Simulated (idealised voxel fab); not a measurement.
process module | voxel gate over fins
cross-section cut | 205 nm wide | cells 5 nm
A cross-section is a grid of square cells, given in bands from the top down. A band is one or more rows of cells.
Each band's line starts with the height of the band's top and of its bottom, in nm. Then come its materials from left to right, each with its width in nm. One material with "throughout" fills the band from edge to edge. "air" is empty space.
Height 0 is the level under which the wafer as received is all one material. The lowest band goes on downwards, as in "0 down".
A width such as "30 to 40" changes by the same amount from each row of cells to the next, from the band's top row to its bottom row.
"no change" after a step means that no cell of the cross-section changed.
closed voids: empty space of 8 cells or more with no open way to the top, each as width x height at its distance from the left edge, in nm
after a step's settings: what the simulator itself notes on the step
overlay nm, on a step with a mask: how far to the right of its planned place the mask lay; to the left if negative
plan
1 op RECEIVE | material Si
2 op CONFORMAL_DEP | material SiN | thk nm 10
3 op MASKED_ETCH | tone cover | mask id FINS | width nm 15 | pitch nm 40 | etch materials SiN | depth nm 10 | overlay nm 0
4 op MASKED_ETCH | tone cover | mask id FINS | width nm 15 | pitch nm 40 | etch materials Si | depth nm 40 | overlay nm 0
5 op FILL_DEP | material SiO2 | thk nm 5
6 op CMP | height nm 10
7 op SELECTIVE_ETCH | etch materials SiO2 | depth nm 20
8 op STRIP | etch materials SiN
9 op CONFORMAL_DEP | material HfO2 | thk nm 5
10 op CONFORMAL_DEP | material TiN | thk nm 5
11 op CONFORMAL_DEP | material TiAl | thk nm 5
12 op CONFORMAL_DEP | material TiN | thk nm 5
13 op FILL_DEP | material W | thk nm 15
14 op CMP | height nm 30
15 op CONFORMAL_DEP | material SiN | thk nm 10
as received, after step 1
  0 down: Si throughout
  closed voids: none
first wafer at the end, as planned
  40 to 30: SiN throughout
  30 to 20: W throughout
  20 to 15: W 55 | TiN 95 | W 55
  15 to 10: W 55 | TiN 5 | TiAl 85 | TiN 5 | W 55
  10 to 5: TiN 60 | TiAl 5 | TiN 35 | TiAl 5 | TiN 35 | TiAl 5 | TiN 60
  5 to 0: TiAl 65 | TiN 5 | HfO2 25 | TiN 5 | TiAl 5 | TiN 5 | HfO2 25 | TiN 5 | TiAl 65
  0 to -5: TiN 70 | HfO2 5 | Si 15 | HfO2 5 | TiN 15 | HfO2 5 | Si 15 | HfO2 5 | TiN 70
  -5 to -10: HfO2 75 | Si 15 | HfO2 25 | Si 15 | HfO2 75
  -10 to -40: SiO2 75 | Si 15 | SiO2 25 | Si 15 | SiO2 75
  -40 down: Si throughout
  closed voids: none
second wafer at the end: like start, like plan, one mistake
  40 to 30: SiN throughout
  30 to 20: W throughout
  20 to 15: W 55 | TiN 95 | W 55
  15 to 10: W 55 | TiN 5 | TiAl 85 | TiN 5 | W 55
  10 to 5: TiN 60 | TiAl 5 | TiN 35 | TiAl 5 | TiN 35 | TiAl 5 | TiN 60
  5 to 0: TiAl 65 | TiN 5 | HfO2 25 | TiN 5 | TiAl 5 | TiN 5 | HfO2 25 | TiN 5 | TiAl 65
  0 to -5: TiN 70 | HfO2 5 | Si 15 | HfO2 5 | TiN 15 | HfO2 5 | Si 15 | HfO2 5 | TiN 70
  -5 to -10: HfO2 75 | Si 15 | HfO2 25 | Si 15 | HfO2 75
  -10 to -30: SiO2 75 | Si 15 | SiO2 25 | Si 15 | SiO2 75
  -30 down: Si throughout
  closed voids: none
what went wrong: step 4 ran as: op MASKED_ETCH | tone cover | mask id FINS | width nm 15 | pitch nm 40 | etch materials Si | depth nm 30 | overlay nm 0
at the end the second wafer has, in cells: 70 more of Si | 70 fewer of SiO2
